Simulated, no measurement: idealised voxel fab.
voxel wiring stack: a process module
Cross-sectional view cut (width: 220 nm; square cell size: 5 nm).
Format of a cross-section: grid, square cells. Given as bands. Order: top down. Band: one or more rows of cells.
Heights first: top, then bottom, in nm. Then materials, left to right, each with a width in nm. "throughout" on a single material: fills the band edge to edge. "air": empty space.
Convention: height 0 is the level below which the wafer, as received, is all one material. The lowest band does not terminate at the bottom but continues downward, represented as "0 nm and below".
Width: "30 to 40" (first number = top row, second number = bottom row, same change from row to row of cells).
Basically "all unchanged" means that step didn't change any cell in the cross-section.
Heads up: "Closed void table" only lists the empty pockets with no open path to the top that are 8 cells or more, and it writes them as width x height at distance, distance from the left edge, in nm.
That trailing text on a step's line, after the settings, is the simulator's own remark on the step.
overlay nm, on a step with a mask: how far to the right of its planned place the mask lay; to the left if negative

This section lists the process steps that were planned
1: op RECEIVE | material Si
2: op CONFORMAL_DEP | material SiO2 | thk nm 15
3: op CONFORMAL_DEP | material SiCN | thk nm 5
4: op DIRECTIONAL_DEP | material lowk | thk nm 15
5: op PATTERN | tone open | mask id METAL_1 | material resist | width nm 25 | pitch nm 45 | thk nm 15 | overlay nm 0
6: op DIRECTIONAL_ETCH | etch materials lowk | depth nm 15
7: op DIRECTIONAL_ETCH | etch materials SiCN | depth nm 5
8: op STRIP | etch materials resist
9: op CONFORMAL_DEP | material TiN | thk nm 5
10: op FILL_DEP | material Cu | thk nm 10
11: op CMP | height nm 35
12: op EPI | material Ru | thk nm 5
13: op FILL_DEP | material SiCN | thk nm 5
14: op DIRECTIONAL_DEP | material lowk | thk nm 20
15: op PATTERN | tone open | mask id PLUG_1 | material resist | width nm 15 | thk nm 20 | overlay nm 0
16: op DIRECTIONAL_ETCH | etch materials lowk | depth nm 20
17: op DIRECTIONAL_ETCH | etch materials SiCN | depth nm 5
18: op STRIP | etch materials resist
19: op CONFORMAL_DEP | material TiN | thk nm 5
20: op FILL_DEP | material Cu | thk nm 10
21: op CMP | height nm 65
22: op CONFORMAL_DEP | material SiCN | thk nm 5
23: op DIRECTIONAL_DEP | material lowk | thk nm 20
24: op PATTERN | tone open | mask id METAL_2 | material resist | width nm 25 | pitch nm 45 | thk nm 15 | overlay nm 0
25: op DIRECTIONAL_ETCH | etch materials lowk | depth nm 20
26: op DIRECTIONAL_ETCH | etch materials SiCN | depth nm 5
27: op STRIP | etch materials resist
28: op CONFORMAL_DEP | material TiN | thk nm 5
29: op FILL_DEP | material Cu | thk nm 5
30: op CMP | height nm 90
31: op EPI | material Ru | thk nm 5
32: op FILL_DEP | material SiCN | thk nm 5
33: op DIRECTIONAL_DEP | material SiO2 | thk nm 30
34: op PATTERN | tone open | mask id METAL_3_HOLES | material resist | width nm 15 | thk nm 20 | overlay nm 0
35: op DIRECTIONAL_ETCH | etch materials SiO2 | depth nm 30
36: op STRIP | etch materials resist
37: op PATTERN | tone open | mask id METAL_3 | material resist | width nm 25 | pitch nm 45 | thk nm 20 | overlay nm 0
38: op DIRECTIONAL_ETCH | etch materials SiO2 | depth nm 15
39: op DIRECTIONAL_ETCH | etch materials SiCN | depth nm 5
40: op STRIP | etch materials resist
41: op CONFORMAL_DEP | material TiN | thk nm 5
42: op FILL_DEP | material Cu | thk nm 10
43: op CMP | height nm 130
44: op CONFORMAL_DEP | material SiCN | thk nm 5
45: op DIRECTIONAL_DEP | material lowk | thk nm 30
46: op PATTERN | tone open | mask id METAL_4 | material resist | width nm 25 | pitch nm 45 | thk nm 15 | overlay nm 0
47: op DIRECTIONAL_ETCH | etch materials lowk | depth nm 15
48: op STRIP | etch materials resist
49: op PATTERN | tone open | mask id METAL_4_HOLES | material resist | width nm 15 | pitch nm 45 | thk nm 15 | overlay nm 0
50: op DIRECTIONAL_ETCH | etch materials lowk | depth nm 15
51: op DIRECTIONAL_ETCH | etch materials SiCN | depth nm 5
52: op STRIP | etch materials resist
53: op CONFORMAL_DEP | material TiN | thk nm 5
54: op FILL_DEP | material Cu | thk nm 5
55: op CMP | height nm 165
56: op CONFORMAL_DEP | material SiCN | thk nm 5

Account of the first of two wafers, which was processed as intended

The cross-section here shows the wafer as received, i.e. in its state after step 1
	0 nm and below | Si throughout
	Closed void table: none

Cross-section: wafer state after step 2
	15 nm to 0 nm | SiO2 throughout
	At heights below 0, the structure remains unaltered.

Cross-section: wafer state after step 3
	20 nm to 15 nm | SiCN throughout
	At heights below 15, the structure remains unaltered.

Cross-section: wafer state after step 4
	35 nm to 20 nm | lowk throughout
	At heights below 20, the structure remains unaltered.

Cross-section: wafer state after step 5
	50 nm to 35 nm | resist=75 / air=25 / resist=20 / air=25 / resist=75
	At heights below 35, the structure remains unaltered.

Cross-section: wafer state after step 6
	50 nm to 35 nm | resist=75 / air=25 / resist=20 / air=25 / resist=75
	35 nm to 20 nm | lowk=75 / air=25 / lowk=20 / air=25 / lowk=75
	At heights below 20, the structure remains unaltered.

Cross-section: wafer state after step 7
	50 nm to 35 nm | resist=75 / air=25 / resist=20 / air=25 / resist=75
	35 nm to 20 nm | lowk=75 / air=25 / lowk=20 / air=25 / lowk=75
	20 nm to 15 nm | SiCN=75 / air=25 / SiCN=20 / air=25 / SiCN=75
	At heights below 15, the structure remains unaltered.

Cross-section: wafer state after step 8
	35 nm to 20 nm | lowk=75 / air=25 / lowk=20 / air=25 / lowk=75
	At heights below 20, the structure remains unaltered.

Cross-section: wafer state after step 9
	40 nm to 35 nm | TiN=80 / air=15 / TiN=30 / air=15 / TiN=80
	35 nm to 20 nm | lowk=75 / TiN=5 / air=15 / TiN=5 / lowk=20 / TiN=5 / air=15 / TiN=5 / lowk=75
	20 nm to 15 nm | SiCN=75 / TiN=25 / SiCN=20 / TiN=25 / SiCN=75
	At heights below 15, the structure remains unaltered.

Cross-section: wafer state after step 10
	50 nm to 40 nm | Cu throughout
	40 nm to 35 nm | TiN=80 / Cu=15 / TiN=30 / Cu=15 / TiN=80
	35 nm to 20 nm | lowk=75 / TiN=5 / Cu=15 / TiN=5 / lowk=20 / TiN=5 / Cu=15 / TiN=5 / lowk=75
	At heights below 20, the structure remains unaltered.

Cross-section: wafer state after step 11
	35 nm to 20 nm | lowk=75 / TiN=5 / Cu=15 / TiN=5 / lowk=20 / TiN=5 / Cu=15 / TiN=5 / lowk=75
	At heights below 20, the structure remains unaltered.

Cross-section: wafer state after step 12
	40 nm to 35 nm | air=70 / Ru=35 / air=10 / Ru=35 / air=70
	At heights below 35, the structure remains unaltered.

Cross-section: wafer state after step 13
	45 nm to 40 nm | SiCN throughout
	40 nm to 35 nm | SiCN=70 / Ru=35 / SiCN=10 / Ru=35 / SiCN=70
	At heights below 35, the structure remains unaltered.

Cross-section: wafer state after step 14
	65 nm to 45 nm | lowk throughout
	At heights below 45, the structure remains unaltered.

Cross-section: wafer state after step 15
	85 nm to 65 nm | resist=75 / air=15 / resist=130
	At heights below 65, the structure remains unaltered.

Cross-section: wafer state after step 16
	85 nm to 65 nm | resist=75 / air=15 / resist=130
	65 nm to 45 nm | lowk=75 / air=15 / lowk=130
	At heights below 45, the structure remains unaltered.

Cross-section: wafer state after step 17
	85 nm to 65 nm | resist=75 / air=15 / resist=130
	65 nm to 45 nm | lowk=75 / air=15 / lowk=130
	45 nm to 40 nm | SiCN=75 / air=15 / SiCN=130
	At heights below 40, the structure remains unaltered.

Cross-section: wafer state after step 18
	65 nm to 45 nm | lowk=75 / air=15 / lowk=130
	At heights below 45, the structure remains unaltered.

Cross-section: wafer state after step 19
	70 nm to 65 nm | TiN=80 / air=5 / TiN=135
	65 nm to 45 nm | lowk=75 / TiN=5 / air=5 / TiN=5 / lowk=130
	45 nm to 40 nm | SiCN=75 / TiN=15 / SiCN=130
	At heights below 40, the structure remains unaltered.

Cross-section: wafer state after step 20
	80 nm to 70 nm | Cu throughout
	70 nm to 65 nm | TiN=80 / Cu=5 / TiN=135
	65 nm to 45 nm | lowk=75 / TiN=5 / Cu=5 / TiN=5 / lowk=130
	At heights below 45, the structure remains unaltered.

Cross-section: wafer state after step 21
	65 nm to 45 nm | lowk=75 / TiN=5 / Cu=5 / TiN=5 / lowk=130
	At heights below 45, the structure remains unaltered.

Cross-section: wafer state after step 22
	70 nm to 65 nm | SiCN throughout
	At heights below 65, the structure remains unaltered.

Cross-section: wafer state after step 23
	90 nm to 70 nm | lowk throughout
	At heights below 70, the structure remains unaltered.

Cross-section: wafer state after step 24
	105 nm to 90 nm | resist=75 / air=25 / resist=20 / air=25 / resist=75
	At heights below 90, the structure remains unaltered.

Cross-section: wafer state after step 25
	105 nm to 90 nm | resist=75 / air=25 / resist=20 / air=25 / resist=75
	90 nm to 70 nm | lowk=75 / air=25 / lowk=20 / air=25 / lowk=75
	At heights below 70, the structure remains unaltered.

Cross-section: wafer state after step 26
	105 nm to 90 nm | resist=75 / air=25 / resist=20 / air=25 / resist=75
	90 nm to 70 nm | lowk=75 / air=25 / lowk=20 / air=25 / lowk=75
	70 nm to 65 nm | SiCN=75 / air=25 / SiCN=20 / air=25 / SiCN=75
	At heights below 65, the structure remains unaltered.

Cross-section: wafer state after step 27
	90 nm to 70 nm | lowk=75 / air=25 / lowk=20 / air=25 / lowk=75
	At heights below 70, the structure remains unaltered.

Cross-section: wafer state after step 28
	95 nm to 90 nm | TiN=80 / air=15 / TiN=30 / air=15 / TiN=80
	90 nm to 70 nm | lowk=75 / TiN=5 / air=15 / TiN=5 / lowk=20 / TiN=5 / air=15 / TiN=5 / lowk=75
	70 nm to 65 nm | SiCN=75 / TiN=25 / SiCN=20 / TiN=25 / SiCN=75
	At heights below 65, the structure remains unaltered.

Cross-section: wafer state after step 29
	100 nm to 95 nm | Cu throughout
	95 nm to 90 nm | TiN=80 / Cu=15 / TiN=30 / Cu=15 / TiN=80
	90 nm to 70 nm | lowk=75 / TiN=5 / Cu=15 / TiN=5 / lowk=20 / TiN=5 / Cu=15 / TiN=5 / lowk=75
	At heights below 70, the structure remains unaltered.

Cross-section: wafer state after step 30
	90 nm to 70 nm | lowk=75 / TiN=5 / Cu=15 / TiN=5 / lowk=20 / TiN=5 / Cu=15 / TiN=5 / lowk=75
	At heights below 70, the structure remains unaltered.

Cross-section: wafer state after step 31
	95 nm to 90 nm | air=70 / Ru=35 / air=10 / Ru=35 / air=70
	At heights below 90, the structure remains unaltered.

Cross-section: wafer state after step 32
	100 nm to 95 nm | SiCN throughout
	95 nm to 90 nm | SiCN=70 / Ru=35 / SiCN=10 / Ru=35 / SiCN=70
	At heights below 90, the structure remains unaltered.

Cross-section: wafer state after step 33
	130 nm to 100 nm | SiO2 throughout
	At heights below 100, the structure remains unaltered.

Cross-section: wafer state after step 34
	150 nm to 130 nm | resist=75 / air=15 / resist=130
	At heights below 130, the structure remains unaltered.

Cross-section: wafer state after step 35
	150 nm to 130 nm | resist=75 / air=15 / resist=130
	130 nm to 100 nm | SiO2=75 / air=15 / SiO2=130
	At heights below 100, the structure remains unaltered.

Cross-section: wafer state after step 36
	130 nm to 100 nm | SiO2=75 / air=15 / SiO2=130
	At heights below 100, the structure remains unaltered.

Cross-section: wafer state after step 37
	150 nm to 130 nm | resist=75 / air=25 / resist=20 / air=25 / resist=75
	At heights below 130, the structure remains unaltered.

Cross-section: wafer state after step 38
	150 nm to 130 nm | resist=75 / air=25 / resist=20 / air=25 / resist=75
	130 nm to 115 nm | SiO2=75 / air=25 / SiO2=20 / air=25 / SiO2=75
	At heights below 115, the structure remains unaltered.

Cross-section: wafer state after step 39
	150 nm to 130 nm | resist=75 / air=25 / resist=20 / air=25 / resist=75
	130 nm to 115 nm | SiO2=75 / air=25 / SiO2=20 / air=25 / SiO2=75
	115 nm to 100 nm | SiO2=75 / air=15 / SiO2=130
	100 nm to 95 nm | SiCN=75 / air=15 / SiCN=130
	At heights below 95, the structure remains unaltered.

Cross-section: wafer state after step 40
	130 nm to 115 nm | SiO2=75 / air=25 / SiO2=20 / air=25 / SiO2=75
	At heights below 115, the structure remains unaltered.

Cross-section: wafer state after step 41
	135 nm to 130 nm | TiN=80 / air=15 / TiN=30 / air=15 / TiN=80
	130 nm to 120 nm | SiO2=75 / TiN=5 / air=15 / TiN=5 / SiO2=20 / TiN=5 / air=15 / TiN=5 / SiO2=75
	120 nm to 115 nm | SiO2=75 / TiN=5 / air=5 / TiN=15 / SiO2=20 / TiN=25 / SiO2=75
	115 nm to 100 nm | SiO2=75 / TiN=5 / air=5 / TiN=5 / SiO2=130
	100 nm to 95 nm | SiCN=75 / TiN=15 / SiCN=130
	At heights below 95, the structure remains unaltered.

Cross-section: wafer state after step 42
	145 nm to 135 nm | Cu throughout
	135 nm to 130 nm | TiN=80 / Cu=15 / TiN=30 / Cu=15 / TiN=80
	130 nm to 120 nm | SiO2=75 / TiN=5 / Cu=15 / TiN=5 / SiO2=20 / TiN=5 / Cu=15 / TiN=5 / SiO2=75
	120 nm to 115 nm | SiO2=75 / TiN=5 / Cu=5 / TiN=15 / SiO2=20 / TiN=25 / SiO2=75
	115 nm to 100 nm | SiO2=75 / TiN=5 / Cu=5 / TiN=5 / SiO2=130
	At heights below 100, the structure remains unaltered.

Cross-section: wafer state after step 43
	130 nm to 120 nm | SiO2=75 / TiN=5 / Cu=15 / TiN=5 / SiO2=20 / TiN=5 / Cu=15 / TiN=5 / SiO2=75
	At heights below 120, the structure remains unaltered.

Cross-section: wafer state after step 44
	135 nm to 130 nm | SiCN throughout
	At heights below 130, the structure remains unaltered.

Cross-section: wafer state after step 45
	165 nm to 135 nm | lowk throughout
	At heights below 135, the structure remains unaltered.

Cross-section: wafer state after step 46
	180 nm to 165 nm | resist=75 / air=25 / resist=20 / air=25 / resist=75
	At heights below 165, the structure remains unaltered.

Cross-section: wafer state after step 47
	180 nm to 165 nm | resist=75 / air=25 / resist=20 / air=25 / resist=75
	165 nm to 150 nm | lowk=75 / air=25 / lowk=20 / air=25 / lowk=75
	At heights below 150, the structure remains unaltered.

Cross-section: wafer state after step 48
	165 nm to 150 nm | lowk=75 / air=25 / lowk=20 / air=25 / lowk=75
	At heights below 150, the structure remains unaltered.

Cross-section: wafer state after step 49
	180 nm to 165 nm | resist=75 / air=15 / resist=30 / air=15 / resist=85
	165 nm to 150 nm | lowk=75 / air=15 / resist=10 / lowk=20 / air=15 / resist=10 / lowk=75
	At heights below 150, the structure remains unaltered.

Cross-section: wafer state after step 50
	180 nm to 165 nm | resist=75 / air=15 / resist=30 / air=15 / resist=85
	165 nm to 150 nm | lowk=75 / air=15 / resist=10 / lowk=20 / air=15 / resist=10 / lowk=75
	150 nm to 135 nm | lowk=75 / air=15 / lowk=30 / air=15 / lowk=85
	At heights below 135, the structure remains unaltered.

Cross-section: wafer state after step 51
	180 nm to 165 nm | resist=75 / air=15 / resist=30 / air=15 / resist=85
	165 nm to 150 nm | lowk=75 / air=15 / resist=10 / lowk=20 / air=15 / resist=10 / lowk=75
	150 nm to 135 nm | lowk=75 / air=15 / lowk=30 / air=15 / lowk=85
	135 nm to 130 nm | SiCN=75 / air=15 / SiCN=30 / air=15 / SiCN=85
	At heights below 130, the structure remains unaltered.

Cross-section: wafer state after step 52
	165 nm to 150 nm | lowk=75 / air=25 / lowk=20 / air=25 / lowk=75
	At heights below 150, the structure remains unaltered.

Cross-section: wafer state after step 53
	170 nm to 165 nm | TiN=80 / air=15 / TiN=30 / air=15 / TiN=80
	165 nm to 155 nm | lowk=75 / TiN=5 / air=15 / TiN=5 / lowk=20 / TiN=5 / air=15 / TiN=5 / lowk=75
	155 nm to 150 nm | lowk=75 / TiN=5 / air=5 / TiN=15 / lowk=20 / TiN=5 / air=5 / TiN=15 / lowk=75
	150 nm to 135 nm | lowk=75 / TiN=5 / air=5 / TiN=5 / lowk=30 / TiN=5 / air=5 / TiN=5 / lowk=85
	135 nm to 130 nm | SiCN=75 / TiN=15 / SiCN=30 / TiN=15 / SiCN=85
	At heights below 130, the structure remains unaltered.

Cross-section: wafer state after step 54
	175 nm to 170 nm | Cu throughout
	170 nm to 165 nm | TiN=80 / Cu=15 / TiN=30 / Cu=15 / TiN=80
	165 nm to 155 nm | lowk=75 / TiN=5 / Cu=15 / TiN=5 / lowk=20 / TiN=5 / Cu=15 / TiN=5 / lowk=75
	155 nm to 150 nm | lowk=75 / TiN=5 / Cu=5 / TiN=15 / lowk=20 / TiN=5 / Cu=5 / TiN=15 / lowk=75
	150 nm to 135 nm | lowk=75 / TiN=5 / Cu=5 / TiN=5 / lowk=30 / TiN=5 / Cu=5 / TiN=5 / lowk=85
	At heights below 135, the structure remains unaltered.

Cross-section: wafer state after step 55
	165 nm to 155 nm | lowk=75 / TiN=5 / Cu=15 / TiN=5 / lowk=20 / TiN=5 / Cu=15 / TiN=5 / lowk=75
	At heights below 155, the structure remains unaltered.

Cross-section: wafer state after step 56
	170 nm to 165 nm | SiCN throughout
	At heights below 165, the structure remains unaltered.

Second wafer, same starting state and plan as the first, one mistake in the run, identical through step 1

At the planned end of step 2, the second wafer in cross-section
	30 nm to 0 nm | SiO2 throughout
	At heights below 0, the structure remains unaltered.

At the planned end of step 3, the second wafer in cross-section
	35 nm to 30 nm | SiCN throughout
	At heights below 30, the structure remains unaltered.

At the planned end of step 4, the second wafer in cross-section
	50 nm to 35 nm | lowk throughout
	At heights below 35, the structure remains unaltered.

At the planned end of step 5, the second wafer in cross-section
	65 nm to 50 nm | resist=75 / air=25 / resist=20 / air=25 / resist=75
	At heights below 50, the structure remains unaltered.

At the planned end of step 6, the second wafer in cross-section
	65 nm to 50 nm | resist=75 / air=25 / resist=20 / air=25 / resist=75
	50 nm to 35 nm | lowk=75 / air=25 / lowk=20 / air=25 / lowk=75
	At heights below 35, the structure remains unaltered.

At the planned end of step 7, the second wafer in cross-section
	65 nm to 50 nm | resist=75 / air=25 / resist=20 / air=25 / resist=75
	50 nm to 35 nm | lowk=75 / air=25 / lowk=20 / air=25 / lowk=75
	35 nm to 30 nm | SiCN=75 / air=25 / SiCN=20 / air=25 / SiCN=75
	At heights below 30, the structure remains unaltered.

At the planned end of step 8, the second wafer in cross-section
	50 nm to 35 nm | lowk=75 / air=25 / lowk=20 / air=25 / lowk=75
	At heights below 35, the structure remains unaltered.

At the planned end of step 9, the second wafer in cross-section
	55 nm to 50 nm | TiN=80 / air=15 / TiN=30 / air=15 / TiN=80
	50 nm to 35 nm | lowk=75 / TiN=5 / air=15 / TiN=5 / lowk=20 / TiN=5 / air=15 / TiN=5 / lowk=75
	35 nm to 30 nm | SiCN=75 / TiN=25 / SiCN=20 / TiN=25 / SiCN=75
	At heights below 30, the structure remains unaltered.

At the planned end of step 10, the second wafer in cross-section
	65 nm to 55 nm | Cu throughout
	55 nm to 50 nm | TiN=80 / Cu=15 / TiN=30 / Cu=15 / TiN=80
	50 nm to 35 nm | lowk=75 / TiN=5 / Cu=15 / TiN=5 / lowk=20 / TiN=5 / Cu=15 / TiN=5 / lowk=75
	At heights below 35, the structure remains unaltered.

At the planned end of step 11, the second wafer in cross-section
	35 nm to 30 nm | SiCN=75 / TiN=25 / SiCN=20 / TiN=25 / SiCN=75
	At heights below 30, the structure remains unaltered.

At the planned end of step 12, the second wafer in cross-section
	40 nm to 35 nm | air=70 / Ru=35 / air=10 / Ru=35 / air=70
	At heights below 35, the structure remains unaltered.

At the planned end of step 13, the second wafer in cross-section
	45 nm to 40 nm | SiCN throughout
	40 nm to 35 nm | SiCN=70 / Ru=35 / SiCN=10 / Ru=35 / SiCN=70
	At heights below 35, the structure remains unaltered.

At the planned end of step 14, the second wafer in cross-section
	65 nm to 45 nm | lowk throughout
	At heights below 45, the structure remains unaltered.

At the planned end of step 15, the second wafer in cross-section
	85 nm to 65 nm | resist=75 / air=15 / resist=130
	At heights below 65, the structure remains unaltered.

At the planned end of step 16, the second wafer in cross-section
	85 nm to 65 nm | resist=75 / air=15 / resist=130
	65 nm to 45 nm | lowk=75 / air=15 / lowk=130
	At heights below 45, the structure remains unaltered.

At the planned end of step 17, the second wafer in cross-section
	85 nm to 65 nm | resist=75 / air=15 / resist=130
	65 nm to 45 nm | lowk=75 / air=15 / lowk=130
	45 nm to 40 nm | SiCN=75 / air=15 / SiCN=130
	At heights below 40, the structure remains unaltered.

At the planned end of step 18, the second wafer in cross-section
	65 nm to 45 nm | lowk=75 / air=15 / lowk=130
	At heights below 45, the structure remains unaltered.

At the planned end of step 19, the second wafer in cross-section
	70 nm to 65 nm | TiN=80 / air=5 / TiN=135
	65 nm to 45 nm | lowk=75 / TiN=5 / air=5 / TiN=5 / lowk=130
	45 nm to 40 nm | SiCN=75 / TiN=15 / SiCN=130
	At heights below 40, the structure remains unaltered.

At the planned end of step 20, the second wafer in cross-section
	80 nm to 70 nm | Cu throughout
	70 nm to 65 nm | TiN=80 / Cu=5 / TiN=135
	65 nm to 45 nm | lowk=75 / TiN=5 / Cu=5 / TiN=5 / lowk=130
	At heights below 45, the structure remains unaltered.

At the planned end of step 21, the second wafer in cross-section
	65 nm to 45 nm | lowk=75 / TiN=5 / Cu=5 / TiN=5 / lowk=130
	At heights below 45, the structure remains unaltered.

At the planned end of step 22, the second wafer in cross-section
	70 nm to 65 nm | SiCN throughout
	At heights below 65, the structure remains unaltered.

At the planned end of step 23, the second wafer in cross-section
	90 nm to 70 nm | lowk throughout
	At heights below 70, the structure remains unaltered.

At the planned end of step 24, the second wafer in cross-section
	105 nm to 90 nm | resist=75 / air=25 / resist=20 / air=25 / resist=75
	At heights below 90, the structure remains unaltered.

At the planned end of step 25, the second wafer in cross-section
	105 nm to 90 nm | resist=75 / air=25 / resist=20 / air=25 / resist=75
	90 nm to 70 nm | lowk=75 / air=25 / lowk=20 / air=25 / lowk=75
	At heights below 70, the structure remains unaltered.

At the planned end of step 26, the second wafer in cross-section
	105 nm to 90 nm | resist=75 / air=25 / resist=20 / air=25 / resist=75
	90 nm to 70 nm | lowk=75 / air=25 / lowk=20 / air=25 / lowk=75
	70 nm to 65 nm | SiCN=75 / air=25 / SiCN=20 / air=25 / SiCN=75
	At heights below 65, the structure remains unaltered.

At the planned end of step 27, the second wafer in cross-section
	90 nm to 70 nm | lowk=75 / air=25 / lowk=20 / air=25 / lowk=75
	At heights below 70, the structure remains unaltered.

At the planned end of step 28, the second wafer in cross-section
	95 nm to 90 nm | TiN=80 / air=15 / TiN=30 / air=15 / TiN=80
	90 nm to 70 nm | lowk=75 / TiN=5 / air=15 / TiN=5 / lowk=20 / TiN=5 / air=15 / TiN=5 / lowk=75
	70 nm to 65 nm | SiCN=75 / TiN=25 / SiCN=20 / TiN=25 / SiCN=75
	At heights below 65, the structure remains unaltered.

At the planned end of step 29, the second wafer in cross-section
	100 nm to 95 nm | Cu throughout
	95 nm to 90 nm | TiN=80 / Cu=15 / TiN=30 / Cu=15 / TiN=80
	90 nm to 70 nm | lowk=75 / TiN=5 / Cu=15 / TiN=5 / lowk=20 / TiN=5 / Cu=15 / TiN=5 / lowk=75
	At heights below 70, the structure remains unaltered.

At the planned end of step 30, the second wafer in cross-section
	90 nm to 70 nm | lowk=75 / TiN=5 / Cu=15 / TiN=5 / lowk=20 / TiN=5 / Cu=15 / TiN=5 / lowk=75
	At heights below 70, the structure remains unaltered.

At the planned end of step 31, the second wafer in cross-section
	95 nm to 90 nm | air=70 / Ru=35 / air=10 / Ru=35 / air=70
	At heights below 90, the structure remains unaltered.

At the planned end of step 32, the second wafer in cross-section
	100 nm to 95 nm | SiCN throughout
	95 nm to 90 nm | SiCN=70 / Ru=35 / SiCN=10 / Ru=35 / SiCN=70
	At heights below 90, the structure remains unaltered.

At the planned end of step 33, the second wafer in cross-section
	130 nm to 100 nm | SiO2 throughout
	At heights below 100, the structure remains unaltered.

At the planned end of step 34, the second wafer in cross-section
	150 nm to 130 nm | resist=75 / air=15 / resist=130
	At heights below 130, the structure remains unaltered.

At the planned end of step 35, the second wafer in cross-section
	150 nm to 130 nm | resist=75 / air=15 / resist=130
	130 nm to 100 nm | SiO2=75 / air=15 / SiO2=130
	At heights below 100, the structure remains unaltered.

At the planned end of step 36, the second wafer in cross-section
	130 nm to 100 nm | SiO2=75 / air=15 / SiO2=130
	At heights below 100, the structure remains unaltered.

At the planned end of step 37, the second wafer in cross-section
	150 nm to 130 nm | resist=75 / air=25 / resist=20 / air=25 / resist=75
	At heights below 130, the structure remains unaltered.

At the planned end of step 38, the second wafer in cross-section
	150 nm to 130 nm | resist=75 / air=25 / resist=20 / air=25 / resist=75
	130 nm to 115 nm | SiO2=75 / air=25 / SiO2=20 / air=25 / SiO2=75
	At heights below 115, the structure remains unaltered.

At the planned end of step 39, the second wafer in cross-section
	150 nm to 130 nm | resist=75 / air=25 / resist=20 / air=25 / resist=75
	130 nm to 115 nm | SiO2=75 / air=25 / SiO2=20 / air=25 / SiO2=75
	115 nm to 100 nm | SiO2=75 / air=15 / SiO2=130
	100 nm to 95 nm | SiCN=75 / air=15 / SiCN=130
	At heights below 95, the structure remains unaltered.

At the planned end of step 40, the second wafer in cross-section
	130 nm to 115 nm | SiO2=75 / air=25 / SiO2=20 / air=25 / SiO2=75
	At heights below 115, the structure remains unaltered.

At the planned end of step 41, the second wafer in cross-section
	135 nm to 130 nm | TiN=80 / air=15 / TiN=30 / air=15 / TiN=80
	130 nm to 120 nm | SiO2=75 / TiN=5 / air=15 / TiN=5 / SiO2=20 / TiN=5 / air=15 / TiN=5 / SiO2=75
	120 nm to 115 nm | SiO2=75 / TiN=5 / air=5 / TiN=15 / SiO2=20 / TiN=25 / SiO2=75
	115 nm to 100 nm | SiO2=75 / TiN=5 / air=5 / TiN=5 / SiO2=130
	100 nm to 95 nm | SiCN=75 / TiN=15 / SiCN=130
	At heights below 95, the structure remains unaltered.

At the planned end of step 42, the second wafer in cross-section
	145 nm to 135 nm | Cu throughout
	135 nm to 130 nm | TiN=80 / Cu=15 / TiN=30 / Cu=15 / TiN=80
	130 nm to 120 nm | SiO2=75 / TiN=5 / Cu=15 / TiN=5 / SiO2=20 / TiN=5 / Cu=15 / TiN=5 / SiO2=75
	120 nm to 115 nm | SiO2=75 / TiN=5 / Cu=5 / TiN=15 / SiO2=20 / TiN=25 / SiO2=75
	115 nm to 100 nm | SiO2=75 / TiN=5 / Cu=5 / TiN=5 / SiO2=130
	At heights below 100, the structure remains unaltered.

At the planned end of step 43, the second wafer in cross-section
	130 nm to 120 nm | SiO2=75 / TiN=5 / Cu=15 / TiN=5 / SiO2=20 / TiN=5 / Cu=15 / TiN=5 / SiO2=75
	At heights below 120, the structure remains unaltered.

At the planned end of step 44, the second wafer in cross-section
	135 nm to 130 nm | SiCN throughout
	At heights below 130, the structure remains unaltered.

At the planned end of step 45, the second wafer in cross-section
	165 nm to 135 nm | lowk throughout
	At heights below 135, the structure remains unaltered.

At the planned end of step 46, the second wafer in cross-section
	180 nm to 165 nm | resist=75 / air=25 / resist=20 / air=25 / resist=75
	At heights below 165, the structure remains unaltered.

At the planned end of step 47, the second wafer in cross-section
	180 nm to 165 nm | resist=75 / air=25 / resist=20 / air=25 / resist=75
	165 nm to 150 nm | lowk=75 / air=25 / lowk=20 / air=25 / lowk=75
	At heights below 150, the structure remains unaltered.

At the planned end of step 48, the second wafer in cross-section
	165 nm to 150 nm | lowk=75 / air=25 / lowk=20 / air=25 / lowk=75
	At heights below 150, the structure remains unaltered.

At the planned end of step 49, the second wafer in cross-section
	180 nm to 165 nm | resist=75 / air=15 / resist=30 / air=15 / resist=85
	165 nm to 150 nm | lowk=75 / air=15 / resist=10 / lowk=20 / air=15 / resist=10 / lowk=75
	At heights below 150, the structure remains unaltered.

At the planned end of step 50, the second wafer in cross-section
	180 nm to 165 nm | resist=75 / air=15 / resist=30 / air=15 / resist=85
	165 nm to 150 nm | lowk=75 / air=15 / resist=10 / lowk=20 / air=15 / resist=10 / lowk=75
	150 nm to 135 nm | lowk=75 / air=15 / lowk=30 / air=15 / lowk=85
	At heights below 135, the structure remains unaltered.

At the planned end of step 51, the second wafer in cross-section
	180 nm to 165 nm | resist=75 / air=15 / resist=30 / air=15 / resist=85
	165 nm to 150 nm | lowk=75 / air=15 / resist=10 / lowk=20 / air=15 / resist=10 / lowk=75
	150 nm to 135 nm | lowk=75 / air=15 / lowk=30 / air=15 / lowk=85
	135 nm to 130 nm | SiCN=75 / air=15 / SiCN=30 / air=15 / SiCN=85
	At heights below 130, the structure remains unaltered.

At the planned end of step 52, the second wafer in cross-section
	165 nm to 150 nm | lowk=75 / air=25 / lowk=20 / air=25 / lowk=75
	At heights below 150, the structure remains unaltered.

At the planned end of step 53, the second wafer in cross-section
	170 nm to 165 nm | TiN=80 / air=15 / TiN=30 / air=15 / TiN=80
	165 nm to 155 nm | lowk=75 / TiN=5 / air=15 / TiN=5 / lowk=20 / TiN=5 / air=15 / TiN=5 / lowk=75
	155 nm to 150 nm | lowk=75 / TiN=5 / air=5 / TiN=15 / lowk=20 / TiN=5 / air=5 / TiN=15 / lowk=75
	150 nm to 135 nm | lowk=75 / TiN=5 / air=5 / TiN=5 / lowk=30 / TiN=5 / air=5 / TiN=5 / lowk=85
	135 nm to 130 nm | SiCN=75 / TiN=15 / SiCN=30 / TiN=15 / SiCN=85
	At heights below 130, the structure remains unaltered.

At the planned end of step 54, the second wafer in cross-section
	175 nm to 170 nm | Cu throughout
	170 nm to 165 nm | TiN=80 / Cu=15 / TiN=30 / Cu=15 / TiN=80
	165 nm to 155 nm | lowk=75 / TiN=5 / Cu=15 / TiN=5 / lowk=20 / TiN=5 / Cu=15 / TiN=5 / lowk=75
	155 nm to 150 nm | lowk=75 / TiN=5 / Cu=5 / TiN=15 / lowk=20 / TiN=5 / Cu=5 / TiN=15 / lowk=75
	150 nm to 135 nm | lowk=75 / TiN=5 / Cu=5 / TiN=5 / lowk=30 / TiN=5 / Cu=5 / TiN=5 / lowk=85
	At heights below 135, the structure remains unaltered.

At the planned end of step 55, the second wafer in cross-section
	165 nm to 155 nm | lowk=75 / TiN=5 / Cu=15 / TiN=5 / lowk=20 / TiN=5 / Cu=15 / TiN=5 / lowk=75
	At heights below 155, the structure remains unaltered.

At the planned end of step 56, the second wafer in cross-section
	170 nm to 165 nm | SiCN throughout
	At heights below 165, the structure remains unaltered.
Misprocessing identified: heads up, step 2 of the plan got done twice
Per the end-of-run cell counts, the second wafer holds more or fewer of some materials than the first: 18 fewer of Cu, 132 more of SiO2, 12 fewer of TiN, 102 fewer of lowk
